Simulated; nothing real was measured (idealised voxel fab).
process module | voxel capacitor over wiring
cross-section cut | 170 nm wide | cells 5 nm
A cross-section is a grid of square cells, given in bands from the top down. A band is one or more rows of cells.
Each band's line starts with the height of the band's top and of its bottom, in nm. Then come its materials from left to right, each with its width in nm. One material with "throughout" fills the band from edge to edge. "air" is empty space.
Height 0 is the level under which the wafer as received is all one material. The lowest band goes on downwards, as in "0 down".
A width such as "30 to 40" changes by the same amount from each row of cells to the next, from the band's top row to its bottom row.
"no change" after a step means that no cell of the cross-section changed.
closed voids: empty space of 8 cells or more with no open way to the top, each as width x height at its distance from the left edge, in nm
after a step's settings: what the simulator itself notes on the step
overlay nm, on a step with a mask: how far to the right of its planned place the mask lay; to the left if negative
plan
1 op RECEIVE | material Si
2 op CONFORMAL_DEP | material SiO2 | thk nm 10
3 op CONFORMAL_DEP | material SiN | thk nm 5
4 op DIRECTIONAL_DEP | material SiO2 | thk nm 15
5 op PATTERN | tone open | mask id METAL_1 | material resist | width nm 30 | pitch nm 95 | thk nm 15 | overlay nm 0
6 op DIRECTIONAL_ETCH | etch materials SiO2 | depth nm 15
7 op DIRECTIONAL_ETCH | etch materials SiN | depth nm 5
8 op STRIP | etch materials resist
9 op CONFORMAL_DEP | material TiN | thk nm 5
10 op FILL_DEP | material Cu | thk nm 5
11 op CMP | height nm 30
12 op CONFORMAL_DEP | material SiCN | thk nm 5
13 op DIRECTIONAL_DEP | material SiO2 | thk nm 10
14 op DIRECTIONAL_DEP | material aC | thk nm 10
15 op PATTERN | tone open | mask id PLUG_1 | material resist | width nm 15 | thk nm 25 | overlay nm 0
16 op DIRECTIONAL_ETCH | etch materials aC | depth nm 10
17 op STRIP | etch materials resist
18 op DIRECTIONAL_ETCH | etch materials SiO2 | depth nm 10
19 op DIRECTIONAL_ETCH | etch materials SiCN | depth nm 5
20 op STRIP | etch materials aC
21 op CONFORMAL_DEP | material TiN | thk nm 5
22 op FILL_DEP | material Ru | thk nm 5
23 op CMP | height nm 45
24 op DIRECTIONAL_DEP | material TiN | thk nm 10
25 op DIRECTIONAL_DEP | material HfO2 | thk nm 5
26 op DIRECTIONAL_DEP | material TiN | thk nm 10
27 op MASKED_ETCH | tone cover | mask id UPPER_PLATE | width nm 70 | etch materials TiN | depth nm 10 | overlay nm 0
28 op MASKED_ETCH | tone cover | mask id UPPER_PLATE | width nm 70 | etch materials HfO2 | depth nm 5 | overlay nm 0
29 op DIRECTIONAL_DEP | material aC | thk nm 15
30 op PATTERN | tone cover | mask id LOWER_PLATE | material resist | width nm 80 | thk nm 30 | overlay nm 0
31 op DIRECTIONAL_ETCH | etch materials aC | depth nm 15
32 op STRIP | etch materials resist
33 op DIRECTIONAL_ETCH | etch materials TiN | depth nm 10
34 op STRIP | etch materials aC
35 op FILL_DEP | material SiO2 | thk nm 15
36 op CMP | height nm 80
37 op PATTERN | tone open | mask id PLUG_2 | material resist | width nm 15 | thk nm 15 | overlay nm -15
38 op DIRECTIONAL_ETCH | etch materials SiO2 | depth nm 10
39 op STRIP | etch materials resist
40 op CONFORMAL_DEP | material TiN | thk nm 5
41 op FILL_DEP | material Ru | thk nm 10
42 op CMP | height nm 80
43 op CONFORMAL_DEP | material SiCN | thk nm 5
varied across the wafers: overlay nm of step 37. The plan shows the first wafer's value. All wafers start alike
first wafer as received, after step 1
  0 down: Si throughout
  closed voids: none
each wafer at the end: cells of each material gained (+) or lost (-) since it was received, then its closed voids
overlay nm -15 | +24 Cu | +14 HfO2 | +3 Ru | +65 SiCN | +22 SiN | +354 SiO2 | +96 TiN | closed voids: none
overlay nm -10 | +24 Cu | +14 HfO2 | +3 Ru | +65 SiCN | +22 SiN | +354 SiO2 | +96 TiN | closed voids: none
overlay nm -5 | +24 Cu | +14 HfO2 | +3 Ru | +65 SiCN | +22 SiN | +354 SiO2 | +96 TiN | closed voids: none
overlay nm 0 | +24 Cu | +14 HfO2 | +3 Ru | +65 SiCN | +22 SiN | +354 SiO2 | +96 TiN | closed voids: none
overlay nm 5 | +24 Cu | +14 HfO2 | +3 Ru | +65 SiCN | +22 SiN | +354 SiO2 | +96 TiN | closed voids: none
overlay nm 10 | +24 Cu | +14 HfO2 | +3 Ru | +65 SiCN | +22 SiN | +354 SiO2 | +96 TiN | closed voids: none
overlay nm 15 | +24 Cu | +14 HfO2 | +3 Ru | +65 SiCN | +22 SiN | +354 SiO2 | +96 TiN | closed voids: none
